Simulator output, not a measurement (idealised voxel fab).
This is a process module. Its name is voxel air gaps.
Displayed cross-section: cut, width of 270 nm, square cells sized 5 nm.
Heads up, the way a cross-section reads in here is a grid of square cells, handed over as bands from the top down, with every band being one or more rows of cells. The band entry comprises the height of the band's top followed by the height of its bottom, expressed in nm, and subsequently the band's materials from left to right, each stated together with its width in nm. Where a single material is marked with the word "everywhere", that material fills the band from edge to edge. The word "blank" represents empty space. Measure heights from 0. That's the level where, below it, the as-received wafer is all one material. The lowest band is bottomless and extends downward; write it as in "0 -> down". The notation "30..40" denotes a width that varies across the rows of cells in the band, beginning at the first number in the top row, finishing at the second number in the bottom row, and changing by an identical amount from each row to the next. "nothing changed" -> step changed no cross-section cell. "Catalogued sealed voids": empty spaces of 8 cells or more with no open way to the top, each given as width x height at distance, distance from the left edge, all in nm. Step line, after settings: the simulator's comment on this step. The optional step-line setting "overlay nm" applies to steps with a mask and quantifies how far to the right of its planned location the mask lay, a negative value indicating leftward placement.

The process steps that were planned are listed below
1 RECEIVE (material Si)
2 CONFORMAL_DEP (material SiO2; thk nm 15)
3 CONFORMAL_DEP (material SiN; thk nm 5)
4 DIRECTIONAL_DEP (material lowk; thk nm 30)
5 PATTERN (tone open; mask id LINES; material resist; width nm 25; pitch nm 50; thk nm 15; overlay nm 0)
6 DIRECTIONAL_ETCH (etch materials lowk; depth nm 30)
7 STRIP (etch materials resist)
8 CONFORMAL_DEP (material TiN; thk nm 5)
9 FILL_DEP (material Cu; thk nm 10)
10 CMP (height nm 50)
11 EPI (material Ru; thk nm 10)
12 SELECTIVE_ETCH (etch materials lowk; depth nm 40)
13 CONFORMAL_DEP (material SiCN; thk nm 5)

What follows covers the first of two wafers; it ran as planned

Cross-section of the wafer at receipt, which is the condition after step 1
0 -> down | Si everywhere
Catalogued sealed voids: none

Presented here is a cross-section of the wafer after step 2 has been performed
15 -> 0 | SiO2 everywhere
All layers under 0 are left as they were.

Presented here is a cross-section of the wafer after step 3 has been performed
20 -> 15 | SiN everywhere
All layers under 15 are left as they were.

Presented here is a cross-section of the wafer after step 4 has been performed
50 -> 20 | lowk everywhere
All layers under 20 are left as they were.

Presented here is a cross-section of the wafer after step 5 has been performed
65 -> 50 | 45 resist | 25 blank | 25 resist | 25 blank | 25 resist | 25 blank | 25 resist | 25 blank | 50 resist
All layers under 50 are left as they were.

Presented here is a cross-section of the wafer after step 6 has been performed
65 -> 50 | 45 resist | 25 blank | 25 resist | 25 blank | 25 resist | 25 blank | 25 resist | 25 blank | 50 resist
50 -> 20 | 45 lowk | 25 blank | 25 lowk | 25 blank | 25 lowk | 25 blank | 25 lowk | 25 blank | 50 lowk
All layers under 20 are left as they were.

Presented here is a cross-section of the wafer after step 7 has been performed
50 -> 20 | 45 lowk | 25 blank | 25 lowk | 25 blank | 25 lowk | 25 blank | 25 lowk | 25 blank | 50 lowk
All layers under 20 are left as they were.

Presented here is a cross-section of the wafer after step 8 has been performed
55 -> 50 | 50 TiN | 15 blank | 35 TiN | 15 blank | 35 TiN | 15 blank | 35 TiN | 15 blank | 55 TiN
50 -> 25 | 45 lowk | 5 TiN | 15 blank | 5 TiN | 25 lowk | 5 TiN | 15 blank | 5 TiN | 25 lowk | 5 TiN | 15 blank | 5 TiN | 25 lowk | 5 TiN | 15 blank | 5 TiN | 50 lowk
25 -> 20 | 45 lowk | 25 TiN | 25 lowk | 25 TiN | 25 lowk | 25 TiN | 25 lowk | 25 TiN | 50 lowk
All layers under 20 are left as they were.

Presented here is a cross-section of the wafer after step 9 has been performed
65 -> 55 | Cu everywhere
55 -> 50 | 50 TiN | 15 Cu | 35 TiN | 15 Cu | 35 TiN | 15 Cu | 35 TiN | 15 Cu | 55 TiN
50 -> 25 | 45 lowk | 5 TiN | 15 Cu | 5 TiN | 25 lowk | 5 TiN | 15 Cu | 5 TiN | 25 lowk | 5 TiN | 15 Cu | 5 TiN | 25 lowk | 5 TiN | 15 Cu | 5 TiN | 50 lowk
All layers under 25 are left as they were.

Presented here is a cross-section of the wafer after step 10 has been performed
50 -> 25 | 45 lowk | 5 TiN | 15 Cu | 5 TiN | 25 lowk | 5 TiN | 15 Cu | 5 TiN | 25 lowk | 5 TiN | 15 Cu | 5 TiN | 25 lowk | 5 TiN | 15 Cu | 5 TiN | 50 lowk
All layers under 25 are left as they were.

Presented here is a cross-section of the wafer after step 11 has been performed
60 -> 50 | 35 blank | 45 Ru | 5 blank | 45 Ru | 5 blank | 45 Ru | 5 blank | 45 Ru | 40 blank
All layers under 50 are left as they were.

Presented here is a cross-section of the wafer after step 12 has been performed
60 -> 50 | 35 blank | 45 Ru | 5 blank | 45 Ru | 5 blank | 45 Ru | 5 blank | 45 Ru | 40 blank
50 -> 25 | 45 blank | 5 TiN | 15 Cu | 5 TiN | 25 blank | 5 TiN | 15 Cu | 5 TiN | 25 blank | 5 TiN | 15 Cu | 5 TiN | 25 blank | 5 TiN | 15 Cu | 5 TiN | 50 blank
25 -> 20 | 45 blank | 25 TiN | 25 blank | 25 TiN | 25 blank | 25 TiN | 25 blank | 25 TiN | 50 blank
All layers under 20 are left as they were.

Presented here is a cross-section of the wafer after step 13 has been performed
65 -> 60 | 30 blank | 205 SiCN | 35 blank
60 -> 50 | 30 blank | 5 SiCN | 45 Ru | 5 SiCN | 45 Ru | 5 SiCN | 45 Ru | 5 SiCN | 45 Ru | 5 SiCN | 35 blank
50 -> 45 | 30 blank | 15 SiCN | 5 TiN | 15 Cu | 5 TiN | 25 SiCN | 5 TiN | 15 Cu | 5 TiN | 25 SiCN | 5 TiN | 15 Cu | 5 TiN | 25 SiCN | 5 TiN | 15 Cu | 5 TiN | 15 SiCN | 35 blank
45 -> 25 | 40 blank | 5 SiCN | 5 TiN | 15 Cu | 5 TiN | 5 SiCN | 15 blank | 5 SiCN | 5 TiN | 15 Cu | 5 TiN | 5 SiCN | 15 blank | 5 SiCN | 5 TiN | 15 Cu | 5 TiN | 5 SiCN | 15 blank | 5 SiCN | 5 TiN | 15 Cu | 5 TiN | 5 SiCN | 45 blank
25 -> 20 | 45 SiCN | 25 TiN | 25 SiCN | 25 TiN | 25 SiCN | 25 TiN | 25 SiCN | 25 TiN | 50 SiCN
All layers under 20 are left as they were.
Catalogued sealed voids: 15 x 20 at 75; 15 x 20 at 125; 15 x 20 at 175

It is to be noted that the second wafer proceeded from the same initial state and according to the same plan as the first, although one mistake was committed in its execution; through step 4, inclusive, the two wafers share an identical history

Cross-sectional representation of the second wafer at the time designated in the plan for the completion of step 5
65 -> 50 | 45 blank | 25 resist | 25 blank | 25 resist | 25 blank | 25 resist | 25 blank | 25 resist | 50 blank
All layers under 50 are left as they were.

Cross-sectional representation of the second wafer at the time designated in the plan for the completion of step 6
65 -> 50 | 45 blank | 25 resist | 25 blank | 25 resist | 25 blank | 25 resist | 25 blank | 25 resist | 50 blank
50 -> 20 | 45 blank | 25 lowk | 25 blank | 25 lowk | 25 blank | 25 lowk | 25 blank | 25 lowk | 50 blank
All layers under 20 are left as they were.

Cross-sectional representation of the second wafer at the time designated in the plan for the completion of step 7
50 -> 20 | 45 blank | 25 lowk | 25 blank | 25 lowk | 25 blank | 25 lowk | 25 blank | 25 lowk | 50 blank
All layers under 20 are left as they were.

Cross-sectional representation of the second wafer at the time designated in the plan for the completion of step 8
55 -> 50 | 40 blank | 35 TiN | 15 blank | 35 TiN | 15 blank | 35 TiN | 15 blank | 35 TiN | 45 blank
50 -> 25 | 40 blank | 5 TiN | 25 lowk | 5 TiN | 15 blank | 5 TiN | 25 lowk | 5 TiN | 15 blank | 5 TiN | 25 lowk | 5 TiN | 15 blank | 5 TiN | 25 lowk | 5 TiN | 45 blank
25 -> 20 | 45 TiN | 25 lowk | 25 TiN | 25 lowk | 25 TiN | 25 lowk | 25 TiN | 25 lowk | 50 TiN
All layers under 20 are left as they were.

Cross-sectional representation of the second wafer at the time designated in the plan for the completion of step 9
65 -> 55 | Cu everywhere
55 -> 50 | 40 Cu | 35 TiN | 15 Cu | 35 TiN | 15 Cu | 35 TiN | 15 Cu | 35 TiN | 45 Cu
50 -> 25 | 40 Cu | 5 TiN | 25 lowk | 5 TiN | 15 Cu | 5 TiN | 25 lowk | 5 TiN | 15 Cu | 5 TiN | 25 lowk | 5 TiN | 15 Cu | 5 TiN | 25 lowk | 5 TiN | 45 Cu
All layers under 25 are left as they were.

Cross-sectional representation of the second wafer at the time designated in the plan for the completion of step 10
50 -> 25 | 40 Cu | 5 TiN | 25 lowk | 5 TiN | 15 Cu | 5 TiN | 25 lowk | 5 TiN | 15 Cu | 5 TiN | 25 lowk | 5 TiN | 15 Cu | 5 TiN | 25 lowk | 5 TiN | 45 Cu
All layers under 25 are left as they were.

Cross-sectional representation of the second wafer at the time designated in the plan for the completion of step 11
60 -> 50 | 55 Ru | 5 blank | 45 Ru | 5 blank | 45 Ru | 5 blank | 45 Ru | 5 blank | 60 Ru
All layers under 50 are left as they were.

Cross-sectional representation of the second wafer at the time designated in the plan for the completion of step 12
60 -> 50 | 55 Ru | 5 blank | 45 Ru | 5 blank | 45 Ru | 5 blank | 45 Ru | 5 blank | 60 Ru
50 -> 25 | 40 Cu | 5 TiN | 25 blank | 5 TiN | 15 Cu | 5 TiN | 25 blank | 5 TiN | 15 Cu | 5 TiN | 25 blank | 5 TiN | 15 Cu | 5 TiN | 25 blank | 5 TiN | 45 Cu
25 -> 20 | 45 TiN | 25 blank | 25 TiN | 25 blank | 25 TiN | 25 blank | 25 TiN | 25 blank | 50 TiN
All layers under 20 are left as they were.

Cross-sectional representation of the second wafer at the time designated in the plan for the completion of step 13
65 -> 60 | SiCN everywhere
60 -> 50 | 55 Ru | 5 SiCN | 45 Ru | 5 SiCN | 45 Ru | 5 SiCN | 45 Ru | 5 SiCN | 60 Ru
50 -> 45 | 40 Cu | 5 TiN | 25 SiCN | 5 TiN | 15 Cu | 5 TiN | 25 SiCN | 5 TiN | 15 Cu | 5 TiN | 25 SiCN | 5 TiN | 15 Cu | 5 TiN | 25 SiCN | 5 TiN | 45 Cu
45 -> 25 | 40 Cu | 5 TiN | 5 SiCN | 15 blank | 5 SiCN | 5 TiN | 15 Cu | 5 TiN | 5 SiCN | 15 blank | 5 SiCN | 5 TiN | 15 Cu | 5 TiN | 5 SiCN | 15 blank | 5 SiCN | 5 TiN | 15 Cu | 5 TiN | 5 SiCN | 15 blank | 5 SiCN | 5 TiN | 45 Cu
25 -> 20 | 45 TiN | 25 SiCN | 25 TiN | 25 SiCN | 25 TiN | 25 SiCN | 25 TiN | 25 SiCN | 50 TiN
All layers under 20 are left as they were.
Catalogued sealed voids: 15 x 20 at 50; 15 x 20 at 100; 15 x 20 at 150; 15 x 20 at 200
Processing error: heads up, step 5 didn't go per plan, it actually ran as PATTERN (tone cover; mask id LINES; material resist; width nm 25; pitch nm 50; thk nm 15; overlay nm 0)
Materials where the second wafer ends with more or fewer cells than the first: Cu +70, Ru +28, SiCN -4, TiN +14
The final tally of closed voids stands at 3 on the first wafer and 4 on the second.
